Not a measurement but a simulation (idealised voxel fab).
Process module under the name voxel released beams
cross-section cut | 265 nm wide | cells 5 nm
Cross-section, as written here: a square-cell grid given band by band from the top down, where a band holds one or more rows of cells. Band: top height; bottom height; in nm. Then, left to right: material with width in nm, for each material. "throughout": a single material spanning edge to edge. "blank": empty space. We count height from 0. Below that, the starting wafer is all one material. The lowest band never ends at the bottom but goes on down; see "0 down" for how that is written. The width entry "30->40" should be interpreted row by row: the top row of cells in the band takes the first number, the bottom row takes the second number, and the change between adjacent rows is uniform throughout. Where the words "nothing changed" appear for a step, the cross-section shows no cell changed by that step; every cell remained as before. "Enclosed void entries" enumerates empty spaces isolated from the top, with no open way to it, that contain at least 8 cells, giving each as width x height at distance from the left edge, all three in nm. Anything after a step's settings on that line? It's the simulator's own note about the step. The line of a step may include "overlay nm". On a step with a mask, this value is how far to the right of its planned place the mask lay. A negative value means the mask lay to the left.

**The planned process steps are enumerated hereunder**
1: RECEIVE, material Si
2: CONFORMAL_DEP, material SiN, thk nm 10
3: DIRECTIONAL_DEP, material SiO2, thk nm 15
4: DIRECTIONAL_DEP, material aC, thk nm 15
5: PATTERN, tone open, mask id ANCHOR, material resist, width nm 25, thk nm 35, overlay nm 0
6: DIRECTIONAL_ETCH, etch materials aC, depth nm 15
7: STRIP, etch materials resist
8: DIRECTIONAL_ETCH, etch materials SiO2, depth nm 15
9: STRIP, etch materials aC
10: CONFORMAL_DEP, material polySi, thk nm 10
11: PATTERN, tone cover, mask id BEAM, material resist, width nm 70, thk nm 20, overlay nm 0
12: DIRECTIONAL_ETCH, etch materials polySi, depth nm 10
13: STRIP, etch materials resist
14: STRIP, etch materials SiO2

**Shown in cross-section is the wafer as received, that is, as it stands after step 1**
  0 down = Si throughout
  Enclosed void entries: none

**Wafer cross-section at end of module: start and plan as shown above, one execution error**
  10 to 0 = blank (95) / polySi (70) / blank (100)
  0 down = Si throughout
  Enclosed void entries: none
Deviation noted in wafer processing: so step 9 ended up running with a different setting than we planned, it ran as STRIP, etch materials SiN
